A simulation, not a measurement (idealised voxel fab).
The process module that follows is named voxel lift off.
In the cross-section labelled cut, the width is 250 nm and each square cell is 5 nm.
Notation: cross-section as square-cell grid; stated in bands, top first, going down; one or more cell rows per band. The band entry comprises the height of the band's top followed by the height of its bottom, expressed in nm, and subsequently the band's materials from left to right, each stated together with its width in nm. Where a single material is marked with the word "everywhere", that material fills the band from edge to edge. The word "blank" represents empty space. Counting heights begins at 0, where everything beneath is, in the wafer as received, one material. The lowest band has no bottom; it goes on downwards, as "z 0 and below" shows. You'd read "30->40" like this: the band's top row of cells is as wide as the first number, its bottom row is as wide as the second, and going down, every row changes width by the same amount as the row before did. Basically "remains unaltered" means that step didn't change any cell in the cross-section. Reported under the label "Enclosed void list" are the empty spaces having no open way to the top and comprising 8 cells or more; the notation for each is width x height at distance, in which the distance is measured from the left edge and all three values are in nm. Past the settings on a step's line: simulator remark, on that step. overlay nm, on a step with a mask: how far to the right of its planned place the mask lay; to the left if negative.
### Process steps foreseen in the plan
1) RECEIVE with material Si
2) CONFORMAL_DEP with material SiO2, thk nm 10
3) PATTERN with tone open, mask id LINES, material resist, width nm 15, pitch nm 40, thk nm 25, overlay nm 0
4) DIRECTIONAL_DEP with material Ru, thk nm 15
5) STRIP with etch materials resist
6) CONFORMAL_DEP with material SiO2, thk nm 5
### Cross-section of the incoming wafer, state after step 1
    z 0 and below  Si everywhere
    Enclosed void list: none
### Run as planned - first of the two wafers cross-sectioned at the end of the module
    z 30 to 25  blank 50, then SiO2 25, then blank 15, then SiO2 25, then blank 15, then SiO2 25, then blank 15, then SiO2 25, then blank 55
    z 25 to 15  blank 50, then SiO2 5, then Ru 15, then SiO2 5, then blank 15, then SiO2 5, then Ru 15, then SiO2 5, then blank 15, then SiO2 5, then Ru 15, then SiO2 5, then blank 15, then SiO2 5, then Ru 15, then SiO2 5, then blank 55
    z 15 to 10  SiO2 55, then Ru 15, then SiO2 25, then Ru 15, then SiO2 25, then Ru 15, then SiO2 25, then Ru 15, then SiO2 60
    z 10 to 0  SiO2 everywhere
    z 0 and below  Si everywhere
    Enclosed void list: none
### Second wafer cross-section at end of module - shared start and plan with the first, one mistake in the run
    z 30 to 25  blank 60, then SiO2 25, then blank 15, then SiO2 25, then blank 15, then SiO2 25, then blank 15, then SiO2 25, then blank 45
    z 25 to 15  blank 60, then SiO2 5, then Ru 15, then SiO2 5, then blank 15, then SiO2 5, then Ru 15, then SiO2 5, then blank 15, then SiO2 5, then Ru 15, then SiO2 5, then blank 15, then SiO2 5, then Ru 15, then SiO2 5, then blank 45
    z 15 to 10  SiO2 65, then Ru 15, then SiO2 25, then Ru 15, then SiO2 25, then Ru 15, then SiO2 25, then Ru 15, then SiO2 50
    z 10 to 0  SiO2 everywhere
    z 0 and below  Si everywhere
    Enclosed void list: none
It is concluded that the wafer was processed incorrectly with respect to the plan, in that heads up, step 3 didn't go per plan, it actually ran as PATTERN with tone open, mask id LINES, material resist, width nm 15, pitch nm 40, thk nm 25, overlay nm 10
The two final wafers agree on how many cells each material fills and disagree on which cells those are.
